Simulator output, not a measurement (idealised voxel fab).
Proc. module: voxel capacitor over wiring
This is section cut - it's 235 nm across, gridded in 5 nm square cells.
Cross-section = grid of square cells, listed top down in bands; band = one or more rows.
Within each band entry, the heights of the top and of the bottom of the band appear first, in that order and in nm; the materials of the band then follow from left to right, each with its corresponding width in nm. The designation "edge to edge" on a single material indicates that it fills the band from edge to edge; the designation "air" indicates empty space.
A quick word on heights: they are counted from 0, and under that level the wafer as it came to us is one material throughout. The lowest band is different from the rest in having no bottom; it simply continues downward, written as in "0..down".
A width given as "30->40" starts at the first number in the band's top row and ends at the second number in its bottom row, shifting by an equal amount at every step from row to row.
The designation "no alterations made", where it is given for a processing step, indicates that no cell of the cross-section was altered in the course of that step.
"Trapped cavities" - sealed voids, min. 8 cells, no opening to top; format: width x height at distance (distance from left edge; nm throughout).
On a step's line, text after the settings is the simulator commenting on that step.
The "overlay nm" setting may appear on a step's line; for a step that uses a mask, it gives how far to the right of its planned position the mask lay, and a negative value indicates the left.
Quick note on how to read the rest: it's all pairs. You get the cross-section before a process step and the one after, but the after one only goes down as far as the lowest band that changed. The step in between, with its settings, sits under the pair. Heads up, the pairs can come from different runs of this module on the same starting wafer, so don't assume a pair picks up from the one above unless its "State before step" entry says it does.

State before step
105..90 | SiO2 edge to edge
90..80 | SiO2=65; TiN=75; SiO2=95
80..75 | SiO2=65; Al2O3=75; SiO2=95
75..65 | SiO2=60; TiN=85; SiO2=90
65..45 | SiO2=65; Ru=15; SiO2=155
45..40 | SiCN=65; Ru=15; SiCN=155
40..35 | SiN=55; TiN=25; SiN=70; TiN=25; SiN=60
35..15 | W edge to edge
15..0 | SiO2 edge to edge
0..down | Si edge to edge
Trapped cavities: none

Resulting Cross-Section
100..90 | SiO2 edge to edge
Everything under 90 stays put, no change at all.
Trapped cavities: none
Applied between the two views above: op CMP | height nm 100

State before step: taken from the pair above, after panel.

Resulting Cross-Section
110..100 | aC edge to edge
Everything under 100 stays put, no change at all.
Trapped cavities: none
Applied between the two views above: op DIRECTIONAL_DEP | material aC | thk nm 10

State before step: taken from the pair above, after panel.

Resulting Cross-Section
135..110 | resist=75; air=15; resist=145
Everything under 110 stays put, no change at all.
Trapped cavities: none
Applied between the two views above: op PATTERN | tone open | mask id PLUG_2 | material resist | width nm 15 | thk nm 25 | overlay nm 0

State before step: taken from the pair above, after panel.

Resulting Cross-Section
125..110 | resist=75; air=15; resist=145
110..100 | aC=75; air=15; aC=145
Everything under 100 stays put, no change at all.
Trapped cavities: none
Applied between the two views above: op DIRECTIONAL_ETCH | etch materials aC | depth nm 10

State before step: taken from the pair above, after panel.

Resulting Cross-Section
110..100 | aC=75; air=15; aC=145
Everything under 100 stays put, no change at all.
Trapped cavities: none
Applied between the two views above: op STRIP | etch materials resist

State before step: taken from the pair above, after panel.

Resulting Cross-Section
110..100 | aC=75; air=15; aC=145
100..90 | SiO2=75; air=15; SiO2=145
Everything under 90 stays put, no change at all.
Trapped cavities: none
Applied between the two views above: op DIRECTIONAL_ETCH | etch materials SiO2 | depth nm 10

State before step: taken from the pair above, after panel.

Resulting Cross-Section
100..90 | SiO2=75; air=15; SiO2=145
Everything under 90 stays put, no change at all.
Trapped cavities: none
Applied between the two views above: op STRIP | etch materials aC

State before step: taken from the pair above, after panel.

Resulting Cross-Section
105..100 | TiN=80; air=5; TiN=150
100..95 | SiO2=75; TiN=5; air=5; TiN=5; SiO2=145
95..90 | SiO2=75; TiN=15; SiO2=145
Everything under 90 stays put, no change at all.
Trapped cavities: none
Applied between the two views above: op CONFORMAL_DEP | material TiN | thk nm 5

State before step: taken from the pair above, after panel.

Resulting Cross-Section
115..105 | Ru edge to edge
105..100 | TiN=80; Ru=5; TiN=150
100..95 | SiO2=75; TiN=5; Ru=5; TiN=5; SiO2=145
Everything under 95 stays put, no change at all.
Trapped cavities: none
Applied between the two views above: op FILL_DEP | material Ru | thk nm 10

State before step: taken from the pair above, after panel.

Resulting Cross-Section
100..95 | SiO2=75; TiN=5; Ru=5; TiN=5; SiO2=145
Everything under 95 stays put, no change at all.
Trapped cavities: none
Applied between the two views above: op CMP | height nm 100

State before step: taken from the pair above, after panel.

Resulting Cross-Section
105..100 | SiN edge to edge
Everything under 100 stays put, no change at all.
Trapped cavities: none
Applied between the two views above: op CONFORMAL_DEP | material SiN | thk nm 5

State before step
90..80 | air=65; TiN=75; air=95
80..75 | air=65; Al2O3=75; air=95
75..65 | TiN edge to edge
65..45 | SiO2=65; Ru=15; SiO2=155
45..40 | SiCN=65; Ru=15; SiCN=155
40..20 | lowk=50; SiN=5; W=25; SiN=5; lowk=60; SiN=5; W=25; SiN=5; lowk=55
20..15 | SiN=55; TiN=25; SiN=70; TiN=25; SiN=60
15..0 | SiO2 edge to edge
0..down | Si edge to edge
Trapped cavities: none

Resulting Cross-Section
90..80 | air=65; TiN=75; air=95
80..75 | air=65; Al2O3=75; air=95
75..70 | air=60; TiN=85; air=90
Everything under 70 stays put, no change at all.
Trapped cavities: none
Applied between the two views above: op MASKED_ETCH | tone cover | mask id LOWER_PLATE | width nm 85 | etch materials TiN | depth nm 5 | overlay nm 0

State before step: taken from the pair above, after panel.

Resulting Cross-Section
105..90 | SiO2 edge to edge
90..80 | SiO2=65; TiN=75; SiO2=95
80..75 | SiO2=65; Al2O3=75; SiO2=95
75..70 | SiO2=60; TiN=85; SiO2=90
Everything under 70 stays put, no change at all.
Trapped cavities: none
Applied between the two views above: op FILL_DEP | material SiO2 | thk nm 15

State before step: taken from the pair above, after panel.

Resulting Cross-Section
100..90 | SiO2 edge to edge
Everything under 90 stays put, no change at all.
Trapped cavities: none
Applied between the two views above: op CMP | height nm 100

State before step: taken from the pair above, after panel.

Resulting Cross-Section
110..100 | aC edge to edge
Everything under 100 stays put, no change at all.
Trapped cavities: none
Applied between the two views above: op DIRECTIONAL_DEP | material aC | thk nm 10

State before step: taken from the pair above, after panel.

Resulting Cross-Section
135..110 | resist=75; air=15; resist=145
Everything under 110 stays put, no change at all.
Trapped cavities: none
Applied between the two views above: op PATTERN | tone open | mask id PLUG_2 | material resist | width nm 15 | thk nm 25 | overlay nm 0

State before step: taken from the pair above, after panel.

Resulting Cross-Section
125..110 | resist=75; air=15; resist=145
110..100 | aC=75; air=15; aC=145
Everything under 100 stays put, no change at all.
Trapped cavities: none
Applied between the two views above: op DIRECTIONAL_ETCH | etch materials aC | depth nm 10

State before step: taken from the pair above, after panel.

Resulting Cross-Section
110..100 | aC=75; air=15; aC=145
Everything under 100 stays put, no change at all.
Trapped cavities: none
Applied between the two views above: op STRIP | etch materials resist

State before step: taken from the pair above, after panel.

Resulting Cross-Section
110..100 | aC=75; air=15; aC=145
100..90 | SiO2=75; air=15; SiO2=145
Everything under 90 stays put, no change at all.
Trapped cavities: none
Applied between the two views above: op DIRECTIONAL_ETCH | etch materials SiO2 | depth nm 10

State before step: taken from the pair above, after panel.

Resulting Cross-Section
100..90 | SiO2=75; air=15; SiO2=145
Everything under 90 stays put, no change at all.
Trapped cavities: none
Applied between the two views above: op STRIP | etch materials aC

State before step: taken from the pair above, after panel.

Resulting Cross-Section
105..100 | TiN=80; air=5; TiN=150
100..95 | SiO2=75; TiN=5; air=5; TiN=5; SiO2=145
95..90 | SiO2=75; TiN=15; SiO2=145
Everything under 90 stays put, no change at all.
Trapped cavities: none
Applied between the two views above: op CONFORMAL_DEP | material TiN | thk nm 5

State before step: taken from the pair above, after panel.

Resulting Cross-Section
115..105 | Ru edge to edge
105..100 | TiN=80; Ru=5; TiN=150
100..95 | SiO2=75; TiN=5; Ru=5; TiN=5; SiO2=145
Everything under 95 stays put, no change at all.
Trapped cavities: none
Applied between the two views above: op FILL_DEP | material Ru | thk nm 10

State before step: taken from the pair above, after panel.

Resulting Cross-Section
100..95 | SiO2=75; TiN=5; Ru=5; TiN=5; SiO2=145
Everything under 95 stays put, no change at all.
Trapped cavities: none
Applied between the two views above: op CMP | height nm 100

State before step: taken from the pair above, after panel.

Resulting Cross-Section
105..100 | SiN edge to edge
Everything under 100 stays put, no change at all.
Trapped cavities: none
Applied between the two views above: op CONFORMAL_DEP | material SiN | thk nm 5

State before step
40..20 | W edge to edge
20..15 | TiN edge to edge
15..0 | SiO2 edge to edge
0..down | Si edge to edge
Trapped cavities: none

Resulting Cross-Section
40..20 | air=50; W=35; air=60; W=35; air=55
Everything under 20 stays put, no change at all.
Trapped cavities: none
Applied between the two views above: op MASKED_ETCH | tone cover | mask id METAL_1 | width nm 35 | pitch nm 95 | etch materials W | depth nm 20 | overlay nm 0

State before step: taken from the pair above, after panel.

Resulting Cross-Section
40..20 | air=50; W=35; air=60; W=35; air=55
20..15 | air=50; TiN=35; air=60; TiN=35; air=55
Everything under 15 stays put, no change at all.
Trapped cavities: none
Applied between the two views above: op MASKED_ETCH | tone cover | mask id METAL_1 | width nm 25 | pitch nm 95 | etch materials TiN | depth nm 5 | overlay nm 0

State before step: taken from the pair above, after panel.

Resulting Cross-Section
45..40 | air=45; SiN=45; air=50; SiN=45; air=50
40..20 | air=45; SiN=5; W=35; SiN=5; air=50; SiN=5; W=35; SiN=5; air=50
20..15 | SiN=50; TiN=35; SiN=60; TiN=35; SiN=55
Everything under 15 stays put, no change at all.
Trapped cavities: none
Applied between the two views above: op CONFORMAL_DEP | material SiN | thk nm 5

State before step: taken from the pair above, after panel.

Resulting Cross-Section
50..45 | lowk edge to edge
45..40 | lowk=45; SiN=45; lowk=50; SiN=45; lowk=50
40..20 | lowk=45; SiN=5; W=35; SiN=5; lowk=50; SiN=5; W=35; SiN=5; lowk=50
Everything under 20 stays put, no change at all.
Trapped cavities: none
Applied between the two views above: op FILL_DEP | material lowk | thk nm 5

State before step: taken from the pair above, after panel.

Resulting Cross-Section
40..20 | lowk=45; SiN=5; W=35; SiN=5; lowk=50; SiN=5; W=35; SiN=5; lowk=50
Everything under 20 stays put, no change at all.
Trapped cavities: none
Applied between the two views above: op CMP | height nm 40

State before step: taken from the pair above, after panel.

Resulting Cross-Section
45..40 | SiCN edge to edge
Everything under 40 stays put, no change at all.
Trapped cavities: none
Applied between the two views above: op CONFORMAL_DEP | material SiCN | thk nm 5

State before step: taken from the pair above, after panel.

Resulting Cross-Section
65..45 | SiO2 edge to edge
Everything under 45 stays put, no change at all.
Trapped cavities: none
Applied between the two views above: op DIRECTIONAL_DEP | material SiO2 | thk nm 20

State before step: taken from the pair above, after panel.

Resulting Cross-Section
65..45 | SiO2=65; air=15; SiO2=155
Everything under 45 stays put, no change at all.
Trapped cavities: none
Applied between the two views above: op MASKED_ETCH | tone open | mask id PLUG_1 | width nm 15 | etch materials SiO2 | depth nm 20 | overlay nm 0

State before step: taken from the pair above, after panel.

Resulting Cross-Section
65..45 | SiO2=65; air=15; SiO2=155
45..40 | SiCN=65; air=15; SiCN=155
Everything under 40 stays put, no change at all.
Trapped cavities: none
Applied between the two views above: op MASKED_ETCH | tone open | mask id PLUG_1 | width nm 15 | etch materials SiCN | depth nm 5 | overlay nm 0

State before step: taken from the pair above, after panel.

Resulting Cross-Section
65..50 | SiO2=65; air=15; SiO2=155
50..45 | SiO2=65; Ru=15; SiO2=155
45..40 | SiCN=65; Ru=15; SiCN=155
Everything under 40 stays put, no change at all.
Trapped cavities: none
Applied between the two views above: op EPI | material Ru | thk nm 10

State before step: taken from the pair above, after panel.

Resulting Cross-Section
65..60 | SiO2=65; air=15; SiO2=155
60..45 | SiO2=65; Ru=15; SiO2=155
Everything under 45 stays put, no change at all.
Trapped cavities: none
Applied between the two views above: op EPI | material Ru | thk nm 10

State before step: taken from the pair above, after panel.

Resulting Cross-Section
65..45 | SiO2=65; Ru=15; SiO2=155
Everything under 45 stays put, no change at all.
Trapped cavities: none
Applied between the two views above: op EPI | material Ru | thk nm 5

State before step: taken from the pair above, after panel.

Resulting Cross-Section
75..65 | TiN edge to edge
Everything under 65 stays put, no change at all.
Trapped cavities: none
Applied between the two views above: op DIRECTIONAL_DEP | material TiN | thk nm 10

State before step: taken from the pair above, after panel.

Resulting Cross-Section
80..75 | Al2O3 edge to edge
Everything under 75 stays put, no change at all.
Trapped cavities: none
Applied between the two views above: op DIRECTIONAL_DEP | material Al2O3 | thk nm 5

State before step: taken from the pair above, after panel.

Resulting Cross-Section
90..80 | TiN edge to edge
Everything under 80 stays put, no change at all.
Trapped cavities: none
Applied between the two views above: op DIRECTIONAL_DEP | material TiN | thk nm 10

State before step: taken from the pair above, after panel.

Resulting Cross-Section
105..90 | aC edge to edge
Everything under 90 stays put, no change at all.
Trapped cavities: none
Applied between the two views above: op DIRECTIONAL_DEP | material aC | thk nm 15

State before step: taken from the pair above, after panel.

Resulting Cross-Section
140..105 | air=65; resist=75; air=95
Everything under 105 stays put, no change at all.
Trapped cavities: none
Applied between the two views above: op PATTERN | tone cover | mask id UPPER_PLATE | material resist | width nm 75 | thk nm 35 | overlay nm 0

State before step: taken from the pair above, after panel.

Resulting Cross-Section
125..105 | air=65; resist=75; air=95
105..90 | air=65; aC=75; air=95
Everything under 90 stays put, no change at all.
Trapped cavities: none
Applied between the two views above: op DIRECTIONAL_ETCH | etch materials aC | depth nm 15

State before step: taken from the pair above, after panel.

Resulting Cross-Section
105..90 | air=65; aC=75; air=95
Everything under 90 stays put, no change at all.
Trapped cavities: none
Applied between the two views above: op STRIP | etch materials resist

State before step: taken from the pair above, after panel.

Resulting Cross-Section
105..90 | air=65; aC=75; air=95
90..80 | air=65; TiN=75; air=95
Everything under 80 stays put, no change at all.
Trapped cavities: none
Applied between the two views above: op DIRECTIONAL_ETCH | etch materials TiN | depth nm 10

State before step: taken from the pair above, after panel.

Resulting Cross-Section
105..90 | air=65; aC=75; air=95
90..80 | air=65; TiN=75; air=95
80..75 | air=65; Al2O3=75; air=95
Everything under 75 stays put, no change at all.
Trapped cavities: none
Applied between the two views above: op DIRECTIONAL_ETCH | etch materials Al2O3 | depth nm 5

State before step: taken from the pair above, after panel.

Resulting Cross-Section
90..80 | air=65; TiN=75; air=95
Everything under 80 stays put, no change at all.
Trapped cavities: none
Applied between the two views above: op STRIP | etch materials aC

State before step: taken from the pair above, after panel.

Resulting Cross-Section
90..80 | air=65; TiN=75; air=95
80..75 | air=65; Al2O3=75; air=95
75..65 | air=60; TiN=85; air=90
Everything under 65 stays put, no change at all.
Trapped cavities: none
Applied between the two views above: op MASKED_ETCH | tone cover | mask id LOWER_PLATE | width nm 85 | etch materials TiN | depth nm 10 | overlay nm 0

State before step: taken from the pair above, after panel.

Resulting Cross-Section
105..90 | SiO2 edge to edge
90..80 | SiO2=65; TiN=75; SiO2=95
80..75 | SiO2=65; Al2O3=75; SiO2=95
75..65 | SiO2=60; TiN=85; SiO2=90
Everything under 65 stays put, no change at all.
Trapped cavities: none
Applied between the two views above: op FILL_DEP | material SiO2 | thk nm 15

State before step: taken from the pair above, after panel.

Resulting Cross-Section
100..90 | SiO2 edge to edge
Everything under 90 stays put, no change at all.
Trapped cavities: none
Applied between the two views above: op CMP | height nm 100

State before step: taken from the pair above, after panel.

Resulting Cross-Section
110..100 | aC edge to edge
Everything under 100 stays put, no change at all.
Trapped cavities: none
Applied between the two views above: op DIRECTIONAL_DEP | material aC | thk nm 10

State before step: taken from the pair above, after panel.

Resulting Cross-Section
135..110 | resist=75; air=15; resist=145
Everything under 110 stays put, no change at all.
Trapped cavities: none
Applied between the two views above: op PATTERN | tone open | mask id PLUG_2 | material resist | width nm 15 | thk nm 25 | overlay nm 0

State before step: taken from the pair above, after panel.

Resulting Cross-Section
125..110 | resist=75; air=15; resist=145
110..100 | aC=75; air=15; aC=145
Everything under 100 stays put, no change at all.
Trapped cavities: none
Applied between the two views above: op DIRECTIONAL_ETCH | etch materials aC | depth nm 10

State before step: taken from the pair above, after panel.

Resulting Cross-Section
110..100 | aC=75; air=15; aC=145
Everything under 100 stays put, no change at all.
Trapped cavities: none
Applied between the two views above: op STRIP | etch materials resist

State before step: taken from the pair above, after panel.

Resulting Cross-Section
110..100 | aC=75; air=15; aC=145
100..90 | SiO2=75; air=15; SiO2=145
Everything under 90 stays put, no change at all.
Trapped cavities: none
Applied between the two views above: op DIRECTIONAL_ETCH | etch materials SiO2 | depth nm 10

State before step: taken from the pair above, after panel.

Resulting Cross-Section
100..90 | SiO2=75; air=15; SiO2=145
Everything under 90 stays put, no change at all.
Trapped cavities: none
Applied between the two views above: op STRIP | etch materials aC

State before step: taken from the pair above, after panel.

Resulting Cross-Section
105..100 | TiN=80; air=5; TiN=150
100..95 | SiO2=75; TiN=5; air=5; TiN=5; SiO2=145
95..90 | SiO2=75; TiN=15; SiO2=145
Everything under 90 stays put, no change at all.
Trapped cavities: none
Applied between the two views above: op CONFORMAL_DEP | material TiN | thk nm 5

State before step: taken from the pair above, after panel.

Resulting Cross-Section
115..105 | Ru edge to edge
105..100 | TiN=80; Ru=5; TiN=150
100..95 | SiO2=75; TiN=5; Ru=5; TiN=5; SiO2=145
Everything under 95 stays put, no change at all.
Trapped cavities: none
Applied between the two views above: op FILL_DEP | material Ru | thk nm 10

State before step: taken from the pair above, after panel.

Resulting Cross-Section
100..95 | SiO2=75; TiN=5; Ru=5; TiN=5; SiO2=145
Everything under 95 stays put, no change at all.
Trapped cavities: none
Applied between the two views above: op CMP | height nm 100

State before step: taken from the pair above, after panel.

Resulting Cross-Section
105..100 | SiN edge to edge
Everything under 100 stays put, no change at all.
Trapped cavities: none
Applied between the two views above: op CONFORMAL_DEP | material SiN | thk nm 5

State before step
65..45 | SiO2=65; air=15; SiO2=155
45..40 | SiCN edge to edge
40..20 | lowk=50; SiN=5; W=25; SiN=5; lowk=60; SiN=5; W=25; SiN=5; lowk=55
20..15 | SiN=55; TiN=25; SiN=70; TiN=25; SiN=60
15..0 | SiO2 edge to edge
0..down | Si edge to edge
Trapped cavities: none

Resulting Cross-Section
65..45 | SiO2=65; air=15; SiO2=155
45..40 | SiCN=75; air=5; SiCN=155
Everything under 40 stays put, no change at all.
Trapped cavities: none
Applied between the two views above: op MASKED_ETCH | tone open | mask id PLUG_1 | width nm 15 | etch materials SiCN | depth nm 5 | overlay nm 10

State before step: taken from the pair above, after panel.

Resulting Cross-Section
65..50 | SiO2=65; air=15; SiO2=155
50..45 | SiO2=65; air=5; Ru=10; SiO2=155
45..40 | SiCN=75; Ru=5; SiCN=155
Everything under 40 stays put, no change at all.
Trapped cavities: none
Applied between the two views above: op EPI | material Ru | thk nm 10

State before step: taken from the pair above, after panel.

Resulting Cross-Section
65..60 | SiO2=65; air=15; SiO2=155
60..45 | SiO2=65; Ru=15; SiO2=155
Everything under 45 stays put, no change at all.
Trapped cavities: none
Applied between the two views above: op EPI | material Ru | thk nm 10

State before step: taken from the pair above, after panel.

Resulting Cross-Section
65..45 | SiO2=65; Ru=15; SiO2=155
Everything under 45 stays put, no change at all.
Trapped cavities: none
Applied between the two views above: op EPI | material Ru | thk nm 5

State before step: taken from the pair above, after panel.

Resulting Cross-Section
75..65 | TiN edge to edge
Everything under 65 stays put, no change at all.
Trapped cavities: none
Applied between the two views above: op DIRECTIONAL_DEP | material TiN | thk nm 10

State before step: taken from the pair above, after panel.

Resulting Cross-Section
80..75 | Al2O3 edge to edge
Everything under 75 stays put, no change at all.
Trapped cavities: none
Applied between the two views above: op DIRECTIONAL_DEP | material Al2O3 | thk nm 5

State before step: taken from the pair above, after panel.

Resulting Cross-Section
90..80 | TiN edge to edge
Everything under 80 stays put, no change at all.
Trapped cavities: none
Applied between the two views above: op DIRECTIONAL_DEP | material TiN | thk nm 10

State before step: taken from the pair above, after panel.

Resulting Cross-Section
105..90 | aC edge to edge
Everything under 90 stays put, no change at all.
Trapped cavities: none
Applied between the two views above: op DIRECTIONAL_DEP | material aC | thk nm 15

State before step: taken from the pair above, after panel.

Resulting Cross-Section
140..105 | air=65; resist=75; air=95
Everything under 105 stays put, no change at all.
Trapped cavities: none
Applied between the two views above: op PATTERN | tone cover | mask id UPPER_PLATE | material resist | width nm 75 | thk nm 35 | overlay nm 0

State before step: taken from the pair above, after panel.

Resulting Cross-Section
125..105 | air=65; resist=75; air=95
105..90 | air=65; aC=75; air=95
Everything under 90 stays put, no change at all.
Trapped cavities: none
Applied between the two views above: op DIRECTIONAL_ETCH | etch materials aC | depth nm 15

State before step: taken from the pair above, after panel.

Resulting Cross-Section
105..90 | air=65; aC=75; air=95
Everything under 90 stays put, no change at all.
Trapped cavities: none
Applied between the two views above: op STRIP | etch materials resist

State before step: taken from the pair above, after panel.

Resulting Cross-Section
105..90 | air=65; aC=75; air=95
90..80 | air=65; TiN=75; air=95
Everything under 80 stays put, no change at all.
Trapped cavities: none
Applied between the two views above: op DIRECTIONAL_ETCH | etch materials TiN | depth nm 10

State before step: taken from the pair above, after panel.

Resulting Cross-Section
105..90 | air=65; aC=75; air=95
90..80 | air=65; TiN=75; air=95
80..75 | air=65; Al2O3=75; air=95
Everything under 75 stays put, no change at all.
Trapped cavities: none
Applied between the two views above: op DIRECTIONAL_ETCH | etch materials Al2O3 | depth nm 5

State before step: taken from the pair above, after panel.

Resulting Cross-Section
90..80 | air=65; TiN=75; air=95
Everything under 80 stays put, no change at all.
Trapped cavities: none
Applied between the two views above: op STRIP | etch materials aC

State before step: taken from the pair above, after panel.

Resulting Cross-Section
90..80 | air=65; TiN=75; air=95
80..75 | air=65; Al2O3=75; air=95
75..65 | air=60; TiN=85; air=90
Everything under 65 stays put, no change at all.
Trapped cavities: none
Applied between the two views above: op MASKED_ETCH | tone cover | mask id LOWER_PLATE | width nm 85 | etch materials TiN | depth nm 10 | overlay nm 0

State before step: taken from the pair above, after panel.

Resulting Cross-Section
105..90 | SiO2 edge to edge
90..80 | SiO2=65; TiN=75; SiO2=95
80..75 | SiO2=65; Al2O3=75; SiO2=95
75..65 | SiO2=60; TiN=85; SiO2=90
Everything under 65 stays put, no change at all.
Trapped cavities: none
Applied between the two views above: op FILL_DEP | material SiO2 | thk nm 15

State before step: taken from the pair above, after panel.

Resulting Cross-Section
100..90 | SiO2 edge to edge
Everything under 90 stays put, no change at all.
Trapped cavities: none
Applied between the two views above: op CMP | height nm 100

State before step: taken from the pair above, after panel.

Resulting Cross-Section
110..100 | aC edge to edge
Everything under 100 stays put, no change at all.
Trapped cavities: none
Applied between the two views above: op DIRECTIONAL_DEP | material aC | thk nm 10

State before step: taken from the pair above, after panel.

Resulting Cross-Section
135..110 | resist=75; air=15; resist=145
Everything under 110 stays put, no change at all.
Trapped cavities: none
Applied between the two views above: op PATTERN | tone open | mask id PLUG_2 | material resist | width nm 15 | thk nm 25 | overlay nm 0

State before step: taken from the pair above, after panel.

Resulting Cross-Section
125..110 | resist=75; air=15; resist=145
110..100 | aC=75; air=15; aC=145
Everything under 100 stays put, no change at all.
Trapped cavities: none
Applied between the two views above: op DIRECTIONAL_ETCH | etch materials aC | depth nm 10

State before step: taken from the pair above, after panel.

Resulting Cross-Section
110..100 | aC=75; air=15; aC=145
Everything under 100 stays put, no change at all.
Trapped cavities: none
Applied between the two views above: op STRIP | etch materials resist

State before step: taken from the pair above, after panel.

Resulting Cross-Section
110..100 | aC=75; air=15; aC=145
100..90 | SiO2=75; air=15; SiO2=145
Everything under 90 stays put, no change at all.
Trapped cavities: none
Applied between the two views above: op DIRECTIONAL_ETCH | etch materials SiO2 | depth nm 10

State before step: taken from the pair above, after panel.

Resulting Cross-Section
100..90 | SiO2=75; air=15; SiO2=145
Everything under 90 stays put, no change at all.
Trapped cavities: none
Applied between the two views above: op STRIP | etch materials aC

State before step: taken from the pair above, after panel.

Resulting Cross-Section
105..100 | TiN=80; air=5; TiN=150
100..95 | SiO2=75; TiN=5; air=5; TiN=5; SiO2=145
95..90 | SiO2=75; TiN=15; SiO2=145
Everything under 90 stays put, no change at all.
Trapped cavities: none
Applied between the two views above: op CONFORMAL_DEP | material TiN | thk nm 5

State before step: taken from the pair above, after panel.

Resulting Cross-Section
115..105 | Ru edge to edge
105..100 | TiN=80; Ru=5; TiN=150
100..95 | SiO2=75; TiN=5; Ru=5; TiN=5; SiO2=145
Everything under 95 stays put, no change at all.
Trapped cavities: none
Applied between the two views above: op FILL_DEP | material Ru | thk nm 10

State before step: taken from the pair above, after panel.

Resulting Cross-Section
100..95 | SiO2=75; TiN=5; Ru=5; TiN=5; SiO2=145
Everything under 95 stays put, no change at all.
Trapped cavities: none
Applied between the two views above: op CMP | height nm 100

State before step: taken from the pair above, after panel.

Resulting Cross-Section
105..100 | SiN edge to edge
Everything under 100 stays put, no change at all.
Trapped cavities: none
Applied between the two views above: op CONFORMAL_DEP | material SiN | thk nm 5

State before step
40..20 | air=55; W=25; air=70; W=25; air=60
20..15 | air=55; TiN=25; air=70; TiN=25; air=60
15..0 | SiO2 edge to edge
0..down | Si edge to edge
Trapped cavities: none

Resulting Cross-Section
45..40 | air=50; Al2O3=35; air=60; Al2O3=35; air=55
40..20 | air=50; Al2O3=5; W=25; Al2O3=5; air=60; Al2O3=5; W=25; Al2O3=5; air=55
20..15 | Al2O3=55; TiN=25; Al2O3=70; TiN=25; Al2O3=60
Everything under 15 stays put, no change at all.
Trapped cavities: none
Applied between the two views above: op CONFORMAL_DEP | material Al2O3 | thk nm 5

State before step: taken from the pair above, after panel.

Resulting Cross-Section
50..45 | lowk edge to edge
45..40 | lowk=50; Al2O3=35; lowk=60; Al2O3=35; lowk=55
40..20 | lowk=50; Al2O3=5; W=25; Al2O3=5; lowk=60; Al2O3=5; W=25; Al2O3=5; lowk=55
Everything under 20 stays put, no change at all.
Trapped cavities: none
Applied between the two views above: op FILL_DEP | material lowk | thk nm 5

State before step: taken from the pair above, after panel.

Resulting Cross-Section
40..20 | lowk=50; Al2O3=5; W=25; Al2O3=5; lowk=60; Al2O3=5; W=25; Al2O3=5; lowk=55
Everything under 20 stays put, no change at all.
Trapped cavities: none
Applied between the two views above: op CMP | height nm 40

State before step: taken from the pair above, after panel.

Resulting Cross-Section
45..40 | SiCN edge to edge
Everything under 40 stays put, no change at all.
Trapped cavities: none
Applied between the two views above: op CONFORMAL_DEP | material SiCN | thk nm 5

State before step: taken from the pair above, after panel.

Resulting Cross-Section
65..45 | SiO2 edge to edge
Everything under 45 stays put, no change at all.
Trapped cavities: none
Applied between the two views above: op DIRECTIONAL_DEP | material SiO2 | thk nm 20

State before step: taken from the pair above, after panel.

Resulting Cross-Section
65..45 | SiO2=65; air=15; SiO2=155
Everything under 45 stays put, no change at all.
Trapped cavities: none
Applied between the two views above: op MASKED_ETCH | tone open | mask id PLUG_1 | width nm 15 | etch materials SiO2 | depth nm 20 | overlay nm 0

State before step: taken from the pair above, after panel.

Resulting Cross-Section
65..45 | SiO2=65; air=15; SiO2=155
45..40 | SiCN=65; air=15; SiCN=155
Everything under 40 stays put, no change at all.
Trapped cavities: none
Applied between the two views above: op MASKED_ETCH | tone open | mask id PLUG_1 | width nm 15 | etch materials SiCN | depth nm 5 | overlay nm 0

State before step: taken from the pair above, after panel.

Resulting Cross-Section
65..50 | SiO2=65; air=15; SiO2=155
50..45 | SiO2=65; Ru=15; SiO2=155
45..40 | SiCN=65; Ru=15; SiCN=155
Everything under 40 stays put, no change at all.
Trapped cavities: none
Applied between the two views above: op EPI | material Ru | thk nm 10

State before step: taken from the pair above, after panel.

Resulting Cross-Section
65..60 | SiO2=65; air=15; SiO2=155
60..45 | SiO2=65; Ru=15; SiO2=155
Everything under 45 stays put, no change at all.
Trapped cavities: none
Applied between the two views above: op EPI | material Ru | thk nm 10

State before step: taken from the pair above, after panel.

Resulting Cross-Section
65..45 | SiO2=65; Ru=15; SiO2=155
Everything under 45 stays put, no change at all.
Trapped cavities: none
Applied between the two views above: op EPI | material Ru | thk nm 5

State before step: taken from the pair above, after panel.

Resulting Cross-Section
75..65 | TiN edge to edge
Everything under 65 stays put, no change at all.
Trapped cavities: none
Applied between the two views above: op DIRECTIONAL_DEP | material TiN | thk nm 10

State before step: taken from the pair above, after panel.

Resulting Cross-Section
80..75 | Al2O3 edge to edge
Everything under 75 stays put, no change at all.
Trapped cavities: none
Applied between the two views above: op DIRECTIONAL_DEP | material Al2O3 | thk nm 5

State before step: taken from the pair above, after panel.

Resulting Cross-Section
90..80 | TiN edge to edge
Everything under 80 stays put, no change at all.
Trapped cavities: none
Applied between the two views above: op DIRECTIONAL_DEP | material TiN | thk nm 10

State before step: taken from the pair above, after panel.

Resulting Cross-Section
105..90 | aC edge to edge
Everything under 90 stays put, no change at all.
Trapped cavities: none
Applied between the two views above: op DIRECTIONAL_DEP | material aC | thk nm 15

State before step: taken from the pair above, after panel.

Resulting Cross-Section
140..105 | air=65; resist=75; air=95
Everything under 105 stays put, no change at all.
Trapped cavities: none
Applied between the two views above: op PATTERN | tone cover | mask id UPPER_PLATE | material resist | width nm 75 | thk nm 35 | overlay nm 0

State before step: taken from the pair above, after panel.

Resulting Cross-Section
125..105 | air=65; resist=75; air=95
105..90 | air=65; aC=75; air=95
Everything under 90 stays put, no change at all.
Trapped cavities: none
Applied between the two views above: op DIRECTIONAL_ETCH | etch materials aC | depth nm 15

State before step: taken from the pair above, after panel.

Resulting Cross-Section
105..90 | air=65; aC=75; air=95
Everything under 90 stays put, no change at all.
Trapped cavities: none
Applied between the two views above: op STRIP | etch materials resist

State before step: taken from the pair above, after panel.

Resulting Cross-Section
105..90 | air=65; aC=75; air=95
90..80 | air=65; TiN=75; air=95
Everything under 80 stays put, no change at all.
Trapped cavities: none
Applied between the two views above: op DIRECTIONAL_ETCH | etch materials TiN | depth nm 10

State before step: taken from the pair above, after panel.

Resulting Cross-Section
105..90 | air=65; aC=75; air=95
90..80 | air=65; TiN=75; air=95
80..75 | air=65; Al2O3=75; air=95
Everything under 75 stays put, no change at all.
Trapped cavities: none
Applied between the two views above: op DIRECTIONAL_ETCH | etch materials Al2O3 | depth nm 5

State before step: taken from the pair above, after panel.

Resulting Cross-Section
90..80 | air=65; TiN=75; air=95
Everything under 80 stays put, no change at all.
Trapped cavities: none
Applied between the two views above: op STRIP | etch materials aC
